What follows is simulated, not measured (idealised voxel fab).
process module | voxel self aligned vias
cross-section cut | 260 nm wide | cells 5 nm
A cross-section is a grid of square cells, given in bands from the top down. A band is one or more rows of cells.
Each band's line starts with the height of the band's top and of its bottom, in nm. Then come its materials from left to right, each with its width in nm. One material with "throughout" fills the band from edge to edge. "air" is empty space.
Height 0 is the level under which the wafer as received is all one material. The lowest band goes on downwards, as in "0 down".
A width such as "30 to 40" changes by the same amount from each row of cells to the next, from the band's top row to its bottom row.
"no change" after a step means that no cell of the cross-section changed.
closed voids: empty space of 8 cells or more with no open way to the top, each as width x height at its distance from the left edge, in nm
after a step's settings: what the simulator itself notes on the step
overlay nm, on a step with a mask: how far to the right of its planned place the mask lay; to the left if negative
Each pair below shows a cross-section before one step and the cross-section after it, down to the lowest band that changed. The line under each pair gives the step between them, with its settings. The pairs can come from different runs of this module on the same starting wafer, so a pair continues from the pair above only where its "before" says so.
before
  65 to 45: lowk 80 | air 40 | lowk 20 | air 40 | lowk 80
  45 to 40: lowk 90 | air 20 | lowk 40 | air 20 | lowk 90
  40 to 20: lowk 90 | TiN 5 | Ru 10 | TiN 5 | lowk 40 | TiN 5 | Ru 10 | TiN 5 | lowk 90
  20 to 15: lowk 90 | TiN 20 | lowk 40 | TiN 20 | lowk 90
  15 to 10: SiCN throughout
  10 to 0: aC throughout
  0 down: Si throughout
  closed voids: none
after
  70 to 65: TiN 85 | air 30 | TiN 30 | air 30 | TiN 85
  65 to 50: lowk 80 | TiN 5 | air 30 | TiN 5 | lowk 20 | TiN 5 | air 30 | TiN 5 | lowk 80
  50 to 45: lowk 80 | TiN 15 | air 10 | TiN 15 | lowk 20 | TiN 15 | air 10 | TiN 15 | lowk 80
  45 to 40: lowk 90 | TiN 20 | lowk 40 | TiN 20 | lowk 90
  below 40: unchanged
  closed voids: none
the step between: op CONFORMAL_DEP | material TiN | thk nm 5
before: the cross-section after the pair above
after
  75 to 70: W throughout
  70 to 65: TiN 85 | W 30 | TiN 30 | W 30 | TiN 85
  65 to 50: lowk 80 | TiN 5 | W 30 | TiN 5 | lowk 20 | TiN 5 | W 30 | TiN 5 | lowk 80
  50 to 45: lowk 80 | TiN 15 | W 10 | TiN 15 | lowk 20 | TiN 15 | W 10 | TiN 15 | lowk 80
  below 45: unchanged
  closed voids: none
the step between: op FILL_DEP | material W | thk nm 5
before: the cross-section after the pair above
after
  65 to 50: lowk 80 | TiN 5 | W 30 | TiN 5 | lowk 20 | TiN 5 | W 30 | TiN 5 | lowk 80
  below 50: unchanged
  closed voids: none
the step between: op CMP | height nm 65
before: the cross-section after the pair above
after
  70 to 65: SiN throughout
  below 65: unchanged
  closed voids: none
the step between: op CONFORMAL_DEP | material SiN | thk nm 5
before
  60 to 45: aC throughout
  45 to 15: lowk throughout
  15 to 10: SiCN throughout
  10 to 0: SiO2 throughout
  0 down: Si throughout
  closed voids: none
after
  90 to 60: air 90 | resist 20 | air 40 | resist 20 | air 90
  below 60: unchanged
  closed voids: none
the step between: op PATTERN | tone cover | mask id LINES | material resist | width nm 20 | pitch nm 60 | thk nm 30 | overlay nm 0
before: the cross-section after the pair above
after
  75 to 60: air 90 | resist 20 | air 40 | resist 20 | air 90
  60 to 45: air 90 | aC 20 | air 40 | aC 20 | air 90
  below 45: unchanged
  closed voids: none
the step between: op DIRECTIONAL_ETCH | etch materials aC | depth nm 15
before: the cross-section after the pair above
after
  60 to 45: air 90 | aC 20 | air 40 | aC 20 | air 90
  below 45: unchanged
  closed voids: none
the step between: op STRIP | etch materials resist
before: the cross-section after the pair above
after
  60 to 45: air 90 | aC 20 | air 40 | aC 20 | air 90
  45 to 15: air 90 | lowk 20 | air 40 | lowk 20 | air 90
  below 15: unchanged
  closed voids: none
the step between: op DIRECTIONAL_ETCH | etch materials lowk | depth nm 30
before: the cross-section after the pair above
after
  45 to 15: air 90 | lowk 20 | air 40 | lowk 20 | air 90
  below 15: unchanged
  closed voids: none
the step between: op STRIP | etch materials aC
before: the cross-section after the pair above
after
  50 to 45: air 85 | TiN 30 | air 30 | TiN 30 | air 85
  45 to 20: air 85 | TiN 5 | lowk 20 | TiN 5 | air 30 | TiN 5 | lowk 20 | TiN 5 | air 85
  20 to 15: TiN 90 | lowk 20 | TiN 40 | lowk 20 | TiN 90
  below 15: unchanged
  closed voids: none
the step between: op CONFORMAL_DEP | material TiN | thk nm 5
before: the cross-section after the pair above
after
  55 to 50: Ru throughout
  50 to 45: Ru 85 | TiN 30 | Ru 30 | TiN 30 | Ru 85
  45 to 20: Ru 85 | TiN 5 | lowk 20 | TiN 5 | Ru 30 | TiN 5 | lowk 20 | TiN 5 | Ru 85
  below 20: unchanged
  closed voids: none
the step between: op FILL_DEP | material Ru | thk nm 5
before: the cross-section after the pair above
after
  45 to 20: Ru 85 | TiN 5 | lowk 20 | TiN 5 | Ru 30 | TiN 5 | lowk 20 | TiN 5 | Ru 85
  below 20: unchanged
  closed voids: none
the step between: op CMP | height nm 45
before: the cross-section after the pair above
after
  45 to 40: air 90 | lowk 20 | air 40 | lowk 20 | air 90
  below 40: unchanged
  closed voids: none
the step between: op SELECTIVE_ETCH | etch materials W Ru TiN | depth nm 5
before: the cross-section after the pair above
after
  50 to 45: SiN throughout
  45 to 40: SiN 90 | lowk 20 | SiN 40 | lowk 20 | SiN 90
  below 40: unchanged
  closed voids: none
the step between: op FILL_DEP | material SiN | thk nm 5
before: the cross-section after the pair above
after
  45 to 40: SiN 90 | lowk 20 | SiN 40 | lowk 20 | SiN 90
  below 40: unchanged
  closed voids: none
the step between: op CMP | height nm 45
before: the cross-section after the pair above
after
  65 to 45: lowk throughout
  below 45: unchanged
  closed voids: none
the step between: op DIRECTIONAL_DEP | material lowk | thk nm 20
before: the cross-section after the pair above
after
  65 to 45: lowk 80 | air 40 | lowk 20 | air 40 | lowk 80
  below 45: unchanged
  closed voids: none
the step between: op MASKED_ETCH | tone open | mask id VIAS | width nm 40 | pitch nm 60 | etch materials lowk | depth nm 20 | overlay nm 0
before: the cross-section after the pair above
after
  65 to 45: lowk 80 | air 40 | lowk 20 | air 40 | lowk 80
  45 to 40: SiN 80 | air 10 | lowk 20 | air 10 | SiN 20 | air 10 | lowk 20 | air 10 | SiN 80
  below 40: unchanged
  closed voids: none
the step between: op MASKED_ETCH | tone open | mask id VIAS | width nm 40 | pitch nm 60 | etch materials SiN | depth nm 5 | overlay nm 0
before: the cross-section after the pair above
after
  70 to 65: TiN 85 | air 30 | TiN 30 | air 30 | TiN 85
  65 to 50: lowk 80 | TiN 5 | air 30 | TiN 5 | lowk 20 | TiN 5 | air 30 | TiN 5 | lowk 80
  50 to 45: lowk 80 | TiN 40 | lowk 20 | TiN 40 | lowk 80
  45 to 40: SiN 80 | TiN 10 | lowk 20 | TiN 10 | SiN 20 | TiN 10 | lowk 20 | TiN 10 | SiN 80
  below 40: unchanged
  closed voids: none
the step between: op CONFORMAL_DEP | material TiN | thk nm 5
before: the cross-section after the pair above
after
  75 to 70: W throughout
  70 to 65: TiN 85 | W 30 | TiN 30 | W 30 | TiN 85
  65 to 50: lowk 80 | TiN 5 | W 30 | TiN 5 | lowk 20 | TiN 5 | W 30 | TiN 5 | lowk 80
  below 50: unchanged
  closed voids: none
the step between: op FILL_DEP | material W | thk nm 5
before: the cross-section after the pair above
after
  65 to 50: lowk 80 | TiN 5 | W 30 | TiN 5 | lowk 20 | TiN 5 | W 30 | TiN 5 | lowk 80
  below 50: unchanged
  closed voids: none
the step between: op CMP | height nm 65
before: the cross-section after the pair above
after
  70 to 65: SiN throughout
  below 65: unchanged
  closed voids: none
the step between: op CONFORMAL_DEP | material SiN | thk nm 5
